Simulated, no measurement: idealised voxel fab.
process module | voxel wiring stack
The cross-section on display is named cut; it measures 155 nm wide, and its cells are 5 nm squares.
Each cross-section below is a grid of square cells, stated as bands in top-down order, with one or more rows of cells making up each band.
For a band, the entry starts with two heights in nm, that of the top and then that of the bottom, and carries on with the band's materials in order from left to right, each alongside its width in nm; the word "all across" beside a single material means it fills the band edge to edge, and "blank" means empty space.
Heights from 0 (as-received wafer is one material below). Bottom band endless downward, as "0 nm and below".
Quick explanation for "30 to 40": the width changes in equal steps down the rows of cells, from the first number in the band's top row to the second number in its bottom row.
The cross-section has no changed cell in any step marked "no alterations made".
In the "Internal closed voids" entry, you get each enclosed empty space of 8 cells or more, one with no open way to the top, written width x height at distance, distance from the left edge, in nm.
If you see something after the settings on a step's line, that's the simulator's own remark about that step.
"overlay nm" on a masked step: distance the mask lay right of its planned place, negative for left.

Here's what the planned process steps look like:
- 1: RECEIVE with material Si
- 2: CONFORMAL_DEP with material SiO2, thk nm 10
- 3: CONFORMAL_DEP with material SiN, thk nm 5
- 4: DIRECTIONAL_DEP with material SiO2, thk nm 15
- 5: MASKED_ETCH with tone open, mask id METAL_1, width nm 30, pitch nm 60, etch materials SiO2, depth nm 15, overlay nm 0
- 6: MASKED_ETCH with tone open, mask id METAL_1, width nm 30, pitch nm 60, etch materials SiN, depth nm 5, overlay nm 0
- 7: CONFORMAL_DEP with material TiN, thk nm 5
- 8: FILL_DEP with material Ru, thk nm 10
- 9: CMP with height nm 30
- 10: CONFORMAL_DEP with material SiCN, thk nm 5
- 11: DIRECTIONAL_DEP with material lowk, thk nm 15
- 12: DIRECTIONAL_DEP with material aC, thk nm 10
- 13: PATTERN with tone open, mask id PLUG_1, material resist, width nm 15, thk nm 30, overlay nm 0
- 14: DIRECTIONAL_ETCH with etch materials aC, depth nm 10
- 15: STRIP with etch materials resist
- 16: DIRECTIONAL_ETCH with etch materials lowk, depth nm 15
- 17: DIRECTIONAL_ETCH with etch materials SiCN, depth nm 5
- 18: STRIP with etch materials aC
- 19: CONFORMAL_DEP with material TiN, thk nm 5
- 20: FILL_DEP with material Cu, thk nm 5
- 21: CMP with height nm 50
- 22: DIRECTIONAL_DEP with material TiN, thk nm 5
- 23: DIRECTIONAL_DEP with material W, thk nm 25
- 24: PATTERN with tone cover, mask id METAL_2, material resist, width nm 30, pitch nm 60, thk nm 20, overlay nm 0
- 25: DIRECTIONAL_ETCH with etch materials W, depth nm 25
- 26: DIRECTIONAL_ETCH with etch materials TiN, depth nm 5
- 27: STRIP with etch materials resist
- 28: FILL_DEP with material lowk, thk nm 10
- 29: CMP with height nm 80
- 30: CONFORMAL_DEP with material SiCN, thk nm 5
- 31: DIRECTIONAL_DEP with material SiO2, thk nm 30
- 32: MASKED_ETCH with tone open, mask id METAL_3_HOLES, width nm 15, etch materials SiO2, depth nm 30, overlay nm 0
- 33: MASKED_ETCH with tone open, mask id METAL_3, width nm 30, pitch nm 60, etch materials SiO2, depth nm 20, overlay nm 0
- 34: MASKED_ETCH with tone open, mask id METAL_3, width nm 30, pitch nm 60, etch materials SiCN, depth nm 5, overlay nm 0
- 35: CONFORMAL_DEP with material TiN, thk nm 5
- 36: FILL_DEP with material Ru, thk nm 10
- 37: CMP with height nm 115
- 38: CONFORMAL_DEP with material SiCN, thk nm 5
- 39: DIRECTIONAL_DEP with material lowk, thk nm 10
- 40: PATTERN with tone open, mask id PLUG_3, material resist, width nm 15, pitch nm 60, thk nm 15, overlay nm 0
- 41: DIRECTIONAL_ETCH with etch materials lowk, depth nm 10
- 42: DIRECTIONAL_ETCH with etch materials SiCN, depth nm 5
- 43: STRIP with etch materials resist
- 44: EPI with material Ru, thk nm 10
- 45: EPI with material Ru, thk nm 5
- 46: CONFORMAL_DEP with material SiCN, thk nm 5
- 47: DIRECTIONAL_DEP with material lowk, thk nm 20
- 48: PATTERN with tone open, mask id METAL_4, material resist, width nm 30, pitch nm 60, thk nm 15, overlay nm 0
- 49: DIRECTIONAL_ETCH with etch materials lowk, depth nm 20
- 50: DIRECTIONAL_ETCH with etch materials SiCN, depth nm 5
- 51: STRIP with etch materials resist
- 52: CONFORMAL_DEP with material TiN, thk nm 5
- 53: FILL_DEP with material Cu, thk nm 5
- 54: CMP with height nm 155
- 55: CONFORMAL_DEP with material SiCN, thk nm 5

Received-state cross-section, reflecting completion of step 1:
    0 nm and below | Si all across
    Internal closed voids: none

Cross-section: first of two wafers, module finished, run according to plan:
    160 nm to 155 nm | SiCN all across
    155 nm to 135 nm | lowk (30)  TiN (5)  Cu (20)  TiN (5)  lowk (30)  TiN (5)  Cu (20)  TiN (5)  lowk (35)
    135 nm to 130 nm | SiCN (30)  TiN (30)  SiCN (30)  TiN (30)  SiCN (35)
    130 nm to 120 nm | lowk (30)  Ru (15)  lowk (45)  Ru (15)  lowk (50)
    120 nm to 115 nm | SiCN (30)  Ru (15)  SiCN (45)  Ru (15)  SiCN (50)
    115 nm to 100 nm | SiO2 (30)  TiN (5)  Ru (20)  TiN (5)  SiO2 (30)  TiN (5)  Ru (20)  TiN (5)  SiO2 (35)
    100 nm to 95 nm | SiO2 (30)  TiN (5)  Ru (5)  TiN (20)  SiO2 (30)  TiN (30)  SiO2 (35)
    95 nm to 85 nm | SiO2 (30)  TiN (5)  Ru (5)  TiN (5)  SiO2 (110)
    85 nm to 80 nm | SiCN (30)  TiN (15)  SiCN (110)
    80 nm to 55 nm | lowk (30)  W (30)  lowk (30)  W (30)  lowk (35)
    55 nm to 50 nm | lowk (30)  TiN (30)  lowk (30)  TiN (30)  lowk (35)
    50 nm to 35 nm | lowk (30)  TiN (5)  Cu (5)  TiN (5)  lowk (110)
    35 nm to 30 nm | SiCN (30)  TiN (15)  SiCN (110)
    30 nm to 15 nm | SiO2 (30)  TiN (5)  Ru (20)  TiN (5)  SiO2 (30)  TiN (5)  Ru (20)  TiN (5)  SiO2 (35)
    15 nm to 10 nm | SiN (30)  TiN (30)  SiN (30)  TiN (30)  SiN (35)
    10 nm to 0 nm | SiO2 all across
    0 nm and below | Si all across
    Internal closed voids: none

Cross-section, second wafer: same start as the first, same plan as the first, one mistake in running it; taken at the end of the module:
    160 nm to 155 nm | SiCN all across
    155 nm to 135 nm | lowk (20)  TiN (5)  Cu (20)  TiN (5)  lowk (30)  TiN (5)  Cu (20)  TiN (5)  lowk (45)
    135 nm to 130 nm | SiCN (20)  TiN (30)  SiCN (30)  TiN (30)  SiCN (45)
    130 nm to 120 nm | lowk (30)  Ru (15)  lowk (45)  Ru (15)  lowk (50)
    120 nm to 115 nm | SiCN (30)  Ru (15)  SiCN (45)  Ru (15)  SiCN (50)
    115 nm to 100 nm | SiO2 (30)  TiN (5)  Ru (20)  TiN (5)  SiO2 (30)  TiN (5)  Ru (20)  TiN (5)  SiO2 (35)
    100 nm to 95 nm | SiO2 (30)  TiN (5)  Ru (5)  TiN (20)  SiO2 (30)  TiN (30)  SiO2 (35)
    95 nm to 85 nm | SiO2 (30)  TiN (5)  Ru (5)  TiN (5)  SiO2 (110)
    85 nm to 80 nm | SiCN (30)  TiN (15)  SiCN (110)
    80 nm to 55 nm | lowk (30)  W (30)  lowk (30)  W (30)  lowk (35)
    55 nm to 50 nm | lowk (30)  TiN (30)  lowk (30)  TiN (30)  lowk (35)
    50 nm to 35 nm | lowk (30)  TiN (5)  Cu (5)  TiN (5)  lowk (110)
    35 nm to 30 nm | SiCN (30)  TiN (15)  SiCN (110)
    30 nm to 15 nm | SiO2 (30)  TiN (5)  Ru (20)  TiN (5)  SiO2 (30)  TiN (5)  Ru (20)  TiN (5)  SiO2 (35)
    15 nm to 10 nm | SiN (30)  TiN (30)  SiN (30)  TiN (30)  SiN (35)
    10 nm to 0 nm | SiO2 all across
    0 nm and below | Si all across
    Internal closed voids: none
In executing the process, a mistake was made relative to the plan: step 48 deviated from plan and actually ran as PATTERN with tone open, mask id METAL_4, material resist, width nm 30, pitch nm 60, thk nm 15, overlay nm -10
Heads up: at the end the two wafers have identical cell counts per material, they're just laid out differently.
